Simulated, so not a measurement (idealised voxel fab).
Process module in this document: voxel plated lines
In the cross-section labelled cut, the width is 215 nm and each square cell is 5 nm.
The cross-sections in this document take the form of a grid made of square cells. They are written out as bands, in order from top to bottom. Each band consists of one or more rows of cells.
Per band: top height and bottom height in nm, followed by the left-to-right materials and their widths in nm; "everywhere" marks a single material spanning edge to edge, "air" marks empty space.
Heights from 0 (as-received wafer is one material below). Bottom band endless downward, as "0 down".
Note: "30 to 40" means the width goes from the first number (top row of the band) to the second number (bottom row) in equal steps per row of cells.
For the purposes of this document, the phrase "nothing was modified" attached to a step denotes that no cell within the cross-section was modified by that step.
What "Unvented voids" gives you is every empty space of 8 cells or more that is cut off from the top. Each appears as width x height at distance, with the distance taken from the left edge and width, height and distance all in nm.
Step line, after settings: the simulator's comment on this step.
The line of a step may include "overlay nm". On a step with a mask, this value is how far to the right of its planned place the mask lay. A negative value means the mask lay to the left.

This section lists the process steps that were planned
1) RECEIVE | material Si
2) CONFORMAL_DEP | material SiO2 | thk nm 5
3) DIRECTIONAL_DEP | material TiN | thk nm 5
4) PATTERN | tone open | mask id LINES | material resist | width nm 30 | pitch nm 60 | thk nm 35 | overlay nm 0
5) EPI | material Ru | thk nm 10
6) EPI | material Ru | thk nm 5
7) EPI | material Ru | thk nm 10
8) STRIP | etch materials resist
9) DIRECTIONAL_ETCH | etch materials TiN | depth nm 5
10) CONFORMAL_DEP | material SiCN | thk nm 5

First wafer, two in total, run as planned

Cross-section, incoming material, after step 1
0 down: Si everywhere
Unvented voids: none

Step 2 complete: cross-section through the wafer
5 to 0: SiO2 everywhere
Beneath the level 0, the cross-section is identical to its previous state.

Step 3 complete: cross-section through the wafer
10 to 5: TiN everywhere
Beneath the level 5, the cross-section is identical to its previous state.

Step 4 complete: cross-section through the wafer
45 to 10: resist=60 / air=30 / resist=30 / air=30 / resist=65
Beneath the level 10, the cross-section is identical to its previous state.

Step 5 complete: cross-section through the wafer
45 to 20: resist=60 / air=30 / resist=30 / air=30 / resist=65
20 to 10: resist=60 / Ru=30 / resist=30 / Ru=30 / resist=65
Beneath the level 10, the cross-section is identical to its previous state.

Step 6 complete: cross-section through the wafer
45 to 25: resist=60 / air=30 / resist=30 / air=30 / resist=65
25 to 10: resist=60 / Ru=30 / resist=30 / Ru=30 / resist=65
Beneath the level 10, the cross-section is identical to its previous state.

Step 7 complete: cross-section through the wafer
45 to 35: resist=60 / air=30 / resist=30 / air=30 / resist=65
35 to 10: resist=60 / Ru=30 / resist=30 / Ru=30 / resist=65
Beneath the level 10, the cross-section is identical to its previous state.

Step 8 complete: cross-section through the wafer
35 to 10: air=60 / Ru=30 / air=30 / Ru=30 / air=65
Beneath the level 10, the cross-section is identical to its previous state.

Step 9 complete: cross-section through the wafer
35 to 10: air=60 / Ru=30 / air=30 / Ru=30 / air=65
10 to 5: air=60 / TiN=30 / air=30 / TiN=30 / air=65
Beneath the level 5, the cross-section is identical to its previous state.

Step 10 complete: cross-section through the wafer
40 to 35: air=55 / SiCN=40 / air=20 / SiCN=40 / air=60
35 to 10: air=55 / SiCN=5 / Ru=30 / SiCN=5 / air=20 / SiCN=5 / Ru=30 / SiCN=5 / air=60
10 to 5: SiCN=60 / TiN=30 / SiCN=30 / TiN=30 / SiCN=65
Beneath the level 5, the cross-section is identical to its previous state.

Second wafer, same starting state and plan as the first, one mistake in the run, identical through step 7

Second wafer cross-section, taken as of the time the plan sets for step 8 to be done
35 to 10: air=60 / Ru=30 / air=30 / Ru=30 / air=65
Beneath the level 10, the cross-section is identical to its previous state.

Second wafer cross-section, taken as of the time the plan sets for step 9 to be done
35 to 10: air=60 / Ru=30 / air=30 / Ru=30 / air=65
10 to 5: air=60 / TiN=30 / air=30 / TiN=30 / air=65
Beneath the level 5, the cross-section is identical to its previous state.

Second wafer cross-section, taken as of the time the plan sets for step 10 to be done
40 to 35: air=55 / SiCN=40 / air=20 / SiCN=40 / air=60
35 to 10: air=55 / SiCN=5 / Ru=30 / SiCN=5 / air=20 / SiCN=5 / Ru=30 / SiCN=5 / air=60
10 to 5: SiCN=60 / TiN=30 / SiCN=30 / TiN=30 / SiCN=65
Beneath the level 5, the cross-section is identical to its previous state.
It is concluded that the wafer was processed incorrectly with respect to the plan, in that step 8 from the plan got run twice
It should be noted that the final cross-sections of the two wafers coincide, and the mistake therefore has no effect on the output of this model.
